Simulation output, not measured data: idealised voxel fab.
process module | voxel quadruple lines
cross-section cut | 160 nm wide | cells 5 nm
A cross-section is a grid of square cells, given in bands from the top down. A band is one or more rows of cells.
Each band's line starts with the height of the band's top and of its bottom, in nm. Then come its materials from left to right, each with its width in nm. One material with "throughout" fills the band from edge to edge. "air" is empty space.
Height 0 is the level under which the wafer as received is all one material. The lowest band goes on downwards, as in "0 down".
A width such as "30 to 40" changes by the same amount from each row of cells to the next, from the band's top row to its bottom row.
"no change" after a step means that no cell of the cross-section changed.
closed voids: empty space of 8 cells or more with no open way to the top, each as width x height at its distance from the left edge, in nm
after a step's settings: what the simulator itself notes on the step
overlay nm, on a step with a mask: how far to the right of its planned place the mask lay; to the left if negative
plan
1 op RECEIVE | material Si
2 op CONFORMAL_DEP | material Al2O3 | thk nm 10
3 op DIRECTIONAL_DEP | material Ru | thk nm 10
4 op DIRECTIONAL_DEP | material polySi | thk nm 20
5 op DIRECTIONAL_DEP | material aC | thk nm 25
6 op PATTERN | tone cover | mask id MANDREL | material resist | width nm 30 | thk nm 30 | overlay nm 0
7 op DIRECTIONAL_ETCH | etch materials aC | depth nm 25
8 op STRIP | etch materials resist
9 op CONFORMAL_DEP | material SiO2 | thk nm 10
10 op DIRECTIONAL_ETCH | etch materials SiO2 | depth nm 10
11 op STRIP | etch materials aC
12 op DIRECTIONAL_ETCH | etch materials polySi | depth nm 20
13 op STRIP | etch materials SiO2
14 op CONFORMAL_DEP | material SiCN | thk nm 10
15 op DIRECTIONAL_ETCH | etch materials SiCN | depth nm 10
16 op STRIP | etch materials polySi
17 op DIRECTIONAL_ETCH | etch materials Ru | depth nm 10
18 op STRIP | etch materials SiCN
19 op FILL_DEP | material lowk | thk nm 5
20 op CMP | height nm 20
as received, after step 1
  0 down: Si throughout
  closed voids: none
first wafer at the end, as planned
  20 to 10: lowk 45 | Ru 10 | lowk 10 | Ru 10 | lowk 10 | Ru 10 | lowk 10 | Ru 10 | lowk 45
  10 to 0: Al2O3 throughout
  0 down: Si throughout
  closed voids: none
second wafer at the end: like start, like plan, one mistake
  20 to 10: lowk 50 | Ru 10 | lowk 10 | Ru 10 | lowk 5 | Ru 10 | lowk 10 | Ru 10 | lowk 45
  10 to 0: Al2O3 throughout
  0 down: Si throughout
  closed voids: none
what went wrong: step 6 ran as: op PATTERN | tone cover | mask id MANDREL | material resist | width nm 25 | thk nm 30 | overlay nm 0
at the end the second wafer has, in cells: as many of each material as the first, in other places
